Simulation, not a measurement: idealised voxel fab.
Proc. module: voxel gate over fins
In the cross-section labelled cut, the width is 250 nm and each square cell is 5 nm.
Heads up, the way a cross-section reads in here is a grid of square cells, handed over as bands from the top down, with every band being one or more rows of cells.
What a band's entry tells you: where the top is and where the bottom is, as heights in nm, and after that what lies inside, material by material from left to right, each with its width in nm. Empty space is written as the word "empty", and a single material marked with the word "all across" occupies the band from edge to edge.
Height datum 0, below which the as-received substrate wafer is one material. Lowest band open at the bottom, running downward: "0 -> down".
Top row gets the first number, bottom row gets the second, and each row in between changes by the same step: that is how a band width like "30..40" works.
"everything unchanged" means the step left every cell of the cross-section as it was.
Voids not open to the top, 8 cells minimum: see "Closed void list". Written width x height at distance; distance is from the left edge; nm.
Post-settings text on a step line: simulator's own remark regarding the step.
The setting "overlay nm" may be written on the line of a step. When the step uses a mask, the value reports how far to the right of the planned place the mask lay, and a negative value reports that it lay to the left.

-- Steps planned for the process
- 1: RECEIVE: material Si
- 2: CONFORMAL_DEP: material SiN, thk nm 5
- 3: DIRECTIONAL_DEP: material aC, thk nm 15
- 4: PATTERN: tone cover, mask id FINS, material resist, width nm 15, pitch nm 50, thk nm 30, overlay nm 0
- 5: DIRECTIONAL_ETCH: etch materials aC, depth nm 15
- 6: STRIP: etch materials resist
- 7: DIRECTIONAL_ETCH: etch materials SiN, depth nm 5
- 8: DIRECTIONAL_ETCH: etch materials Si, depth nm 40
- 9: STRIP: etch materials aC
- 10: FILL_DEP: material SiO2, thk nm 15
- 11: CMP: height nm 5
- 12: DIRECTIONAL_DEP: material aC, thk nm 10
- 13: PATTERN: tone open, mask id RAIL, material resist, width nm 15, thk nm 25, overlay nm 0
- 14: DIRECTIONAL_ETCH: etch materials aC, depth nm 10
- 15: STRIP: etch materials resist
- 16: DIRECTIONAL_ETCH: etch materials SiO2, depth nm 40
- 17: STRIP: etch materials aC
- 18: CONFORMAL_DEP: material TiN, thk nm 5
- 19: FILL_DEP: material Ru, thk nm 5
- 20: CMP: height nm 5
- 21: SELECTIVE_ETCH: etch materials W Ru TiN, depth nm 20
- 22: FILL_DEP: material SiO2, thk nm 5
- 23: CMP: height nm 5
- 24: SELECTIVE_ETCH: etch materials SiO2, depth nm 15
- 25: STRIP: etch materials SiN
- 26: CONFORMAL_DEP: material HfO2, thk nm 5
- 27: CONFORMAL_DEP: material TiN, thk nm 5
- 28: FILL_DEP: material W, thk nm 15
- 29: CMP: height nm 20
- 30: CONFORMAL_DEP: material SiN, thk nm 5

-- The first of two wafers, run as planned

-- Delivered wafer in cross-section: state after step 1
0 -> down  Si all across
Closed void list: none

-- Cross-section of the wafer subsequent to step 2
5 -> 0  SiN all across
Below 0, no change.

-- Cross-section of the wafer subsequent to step 3
20 -> 5  aC all across
Below 5, no change.

-- Cross-section of the wafer subsequent to step 4
50 -> 20  empty=65; resist=15; empty=35; resist=15; empty=35; resist=15; empty=70
Below 20, no change.

-- Cross-section of the wafer subsequent to step 5
35 -> 20  empty=65; resist=15; empty=35; resist=15; empty=35; resist=15; empty=70
20 -> 5  empty=65; aC=15; empty=35; aC=15; empty=35; aC=15; empty=70
Below 5, no change.

-- Cross-section of the wafer subsequent to step 6
20 -> 5  empty=65; aC=15; empty=35; aC=15; empty=35; aC=15; empty=70
Below 5, no change.

-- Cross-section of the wafer subsequent to step 7
20 -> 5  empty=65; aC=15; empty=35; aC=15; empty=35; aC=15; empty=70
5 -> 0  empty=65; SiN=15; empty=35; SiN=15; empty=35; SiN=15; empty=70
Below 0, no change.

-- Cross-section of the wafer subsequent to step 8
20 -> 5  empty=65; aC=15; empty=35; aC=15; empty=35; aC=15; empty=70
5 -> 0  empty=65; SiN=15; empty=35; SiN=15; empty=35; SiN=15; empty=70
0 -> -40  empty=65; Si=15; empty=35; Si=15; empty=35; Si=15; empty=70
Below -40, no change.

-- Cross-section of the wafer subsequent to step 9
5 -> 0  empty=65; SiN=15; empty=35; SiN=15; empty=35; SiN=15; empty=70
Below 0, no change.

-- Cross-section of the wafer subsequent to step 10
20 -> 5  SiO2 all across
5 -> 0  SiO2=65; SiN=15; SiO2=35; SiN=15; SiO2=35; SiN=15; SiO2=70
0 -> -40  SiO2=65; Si=15; SiO2=35; Si=15; SiO2=35; Si=15; SiO2=70
Below -40, no change.

-- Cross-section of the wafer subsequent to step 11
5 -> 0  SiO2=65; SiN=15; SiO2=35; SiN=15; SiO2=35; SiN=15; SiO2=70
Below 0, no change.

-- Cross-section of the wafer subsequent to step 12
15 -> 5  aC all across
Below 5, no change.

-- Cross-section of the wafer subsequent to step 13
40 -> 15  resist=90; empty=15; resist=145
Below 15, no change.

-- Cross-section of the wafer subsequent to step 14
30 -> 15  resist=90; empty=15; resist=145
15 -> 5  aC=90; empty=15; aC=145
Below 5, no change.

-- Cross-section of the wafer subsequent to step 15
15 -> 5  aC=90; empty=15; aC=145
Below 5, no change.

-- Cross-section of the wafer subsequent to step 16
15 -> 5  aC=90; empty=15; aC=145
5 -> 0  SiO2=65; SiN=15; SiO2=10; empty=15; SiO2=10; SiN=15; SiO2=35; SiN=15; SiO2=70
0 -> -35  SiO2=65; Si=15; SiO2=10; empty=15; SiO2=10; Si=15; SiO2=35; Si=15; SiO2=70
Below -35, no change.

-- Cross-section of the wafer subsequent to step 17
5 -> 0  SiO2=65; SiN=15; SiO2=10; empty=15; SiO2=10; SiN=15; SiO2=35; SiN=15; SiO2=70
Below 0, no change.

-- Cross-section of the wafer subsequent to step 18
10 -> 5  TiN=95; empty=5; TiN=150
5 -> 0  SiO2=65; SiN=15; SiO2=10; TiN=5; empty=5; TiN=5; SiO2=10; SiN=15; SiO2=35; SiN=15; SiO2=70
0 -> -30  SiO2=65; Si=15; SiO2=10; TiN=5; empty=5; TiN=5; SiO2=10; Si=15; SiO2=35; Si=15; SiO2=70
-30 -> -35  SiO2=65; Si=15; SiO2=10; TiN=15; SiO2=10; Si=15; SiO2=35; Si=15; SiO2=70
Below -35, no change.

-- Cross-section of the wafer subsequent to step 19
15 -> 10  Ru all across
10 -> 5  TiN=95; Ru=5; TiN=150
5 -> 0  SiO2=65; SiN=15; SiO2=10; TiN=5; Ru=5; TiN=5; SiO2=10; SiN=15; SiO2=35; SiN=15; SiO2=70
0 -> -30  SiO2=65; Si=15; SiO2=10; TiN=5; Ru=5; TiN=5; SiO2=10; Si=15; SiO2=35; Si=15; SiO2=70
Below -30, no change.

-- Cross-section of the wafer subsequent to step 20
5 -> 0  SiO2=65; SiN=15; SiO2=10; TiN=5; Ru=5; TiN=5; SiO2=10; SiN=15; SiO2=35; SiN=15; SiO2=70
Below 0, no change.

-- Cross-section of the wafer subsequent to step 21
5 -> 0  SiO2=65; SiN=15; SiO2=10; empty=15; SiO2=10; SiN=15; SiO2=35; SiN=15; SiO2=70
0 -> -15  SiO2=65; Si=15; SiO2=10; empty=15; SiO2=10; Si=15; SiO2=35; Si=15; SiO2=70
Below -15, no change.

-- Cross-section of the wafer subsequent to step 22
10 -> 5  SiO2 all across
5 -> 0  SiO2=65; SiN=15; SiO2=35; SiN=15; SiO2=35; SiN=15; SiO2=70
0 -> -15  SiO2=65; Si=15; SiO2=35; Si=15; SiO2=35; Si=15; SiO2=70
Below -15, no change.

-- Cross-section of the wafer subsequent to step 23
5 -> 0  SiO2=65; SiN=15; SiO2=35; SiN=15; SiO2=35; SiN=15; SiO2=70
Below 0, no change.

-- Cross-section of the wafer subsequent to step 24
5 -> 0  empty=65; SiN=15; empty=35; SiN=15; empty=35; SiN=15; empty=70
0 -> -10  empty=65; Si=15; empty=35; Si=15; empty=35; Si=15; empty=70
Below -10, no change.

-- Cross-section of the wafer subsequent to step 25
0 -> -10  empty=65; Si=15; empty=35; Si=15; empty=35; Si=15; empty=70
Below -10, no change.

-- Cross-section of the wafer subsequent to step 26
5 -> 0  empty=60; HfO2=25; empty=25; HfO2=25; empty=25; HfO2=25; empty=65
0 -> -5  empty=60; HfO2=5; Si=15; HfO2=5; empty=25; HfO2=5; Si=15; HfO2=5; empty=25; HfO2=5; Si=15; HfO2=5; empty=65
-5 -> -10  HfO2=65; Si=15; HfO2=35; Si=15; HfO2=35; Si=15; HfO2=70
Below -10, no change.

-- Cross-section of the wafer subsequent to step 27
10 -> 5  empty=55; TiN=35; empty=15; TiN=35; empty=15; TiN=35; empty=60
5 -> 0  empty=55; TiN=5; HfO2=25; TiN=5; empty=15; TiN=5; HfO2=25; TiN=5; empty=15; TiN=5; HfO2=25; TiN=5; empty=60
0 -> -5  TiN=60; HfO2=5; Si=15; HfO2=5; TiN=25; HfO2=5; Si=15; HfO2=5; TiN=25; HfO2=5; Si=15; HfO2=5; TiN=65
Below -5, no change.

-- Cross-section of the wafer subsequent to step 28
25 -> 10  W all across
10 -> 5  W=55; TiN=35; W=15; TiN=35; W=15; TiN=35; W=60
5 -> 0  W=55; TiN=5; HfO2=25; TiN=5; W=15; TiN=5; HfO2=25; TiN=5; W=15; TiN=5; HfO2=25; TiN=5; W=60
Below 0, no change.

-- Cross-section of the wafer subsequent to step 29
20 -> 10  W all across
Below 10, no change.

-- Cross-section of the wafer subsequent to step 30
25 -> 20  SiN all across
Below 20, no change.

-- It is to be noted that the second wafer proceeded from the same initial state and according to the same plan as the first, although one mistake was committed in its execution; through step 23, inclusive, the two wafers share an identical history

-- The second wafer in cross-section, at the planned close of step 24
5 -> 0  SiO2=65; empty=15; SiO2=35; empty=15; SiO2=35; empty=15; SiO2=70
Below 0, no change.

-- The second wafer in cross-section, at the planned close of step 25
0 -> -10  empty=65; Si=15; empty=35; Si=15; empty=35; Si=15; empty=70
-10 -> -15  SiO2=50; empty=15; Si=15; empty=15; SiO2=5; empty=15; Si=15; empty=15; SiO2=5; empty=15; Si=15; empty=15; SiO2=55
Below -15, no change.

-- The second wafer in cross-section, at the planned close of step 26
5 -> 0  empty=60; HfO2=25; empty=25; HfO2=25; empty=25; HfO2=25; empty=65
0 -> -5  empty=60; HfO2=5; Si=15; HfO2=5; empty=25; HfO2=5; Si=15; HfO2=5; empty=25; HfO2=5; Si=15; HfO2=5; empty=65
-5 -> -10  HfO2=55; empty=5; HfO2=5; Si=15; HfO2=5; empty=5; HfO2=15; empty=5; HfO2=5; Si=15; HfO2=5; empty=5; HfO2=15; empty=5; HfO2=5; Si=15; HfO2=5; empty=5; HfO2=60
-10 -> -15  SiO2=50; HfO2=15; Si=15; HfO2=15; SiO2=5; HfO2=15; Si=15; HfO2=15; SiO2=5; HfO2=15; Si=15; HfO2=15; SiO2=55
Below -15, no change.

-- The second wafer in cross-section, at the planned close of step 27
10 -> 5  empty=55; TiN=35; empty=15; TiN=35; empty=15; TiN=35; empty=60
5 -> 0  empty=55; TiN=5; HfO2=25; TiN=5; empty=15; TiN=5; HfO2=25; TiN=5; empty=15; TiN=5; HfO2=25; TiN=5; empty=60
0 -> -5  TiN=60; HfO2=5; Si=15; HfO2=5; TiN=25; HfO2=5; Si=15; HfO2=5; TiN=25; HfO2=5; Si=15; HfO2=5; TiN=65
-5 -> -10  HfO2=55; TiN=5; HfO2=5; Si=15; HfO2=5; TiN=5; HfO2=15; TiN=5; HfO2=5; Si=15; HfO2=5; TiN=5; HfO2=15; TiN=5; HfO2=5; Si=15; HfO2=5; TiN=5; HfO2=60
Below -10, no change.

-- The second wafer in cross-section, at the planned close of step 28
25 -> 10  W all across
10 -> 5  W=55; TiN=35; W=15; TiN=35; W=15; TiN=35; W=60
5 -> 0  W=55; TiN=5; HfO2=25; TiN=5; W=15; TiN=5; HfO2=25; TiN=5; W=15; TiN=5; HfO2=25; TiN=5; W=60
Below 0, no change.

-- The second wafer in cross-section, at the planned close of step 29
20 -> 10  W all across
Below 10, no change.

-- The second wafer in cross-section, at the planned close of step 30
25 -> 20  SiN all across
Below 20, no change.
What was done differently from what was planned? so 24 and 25 got swapped relative to the plan, each ran where the other was supposed to
Wrapping up, a cell-based count of both wafers puts the second over or under the first for these materials: HfO2: 12 more; SiO2: 18 fewer; TiN: 6 more
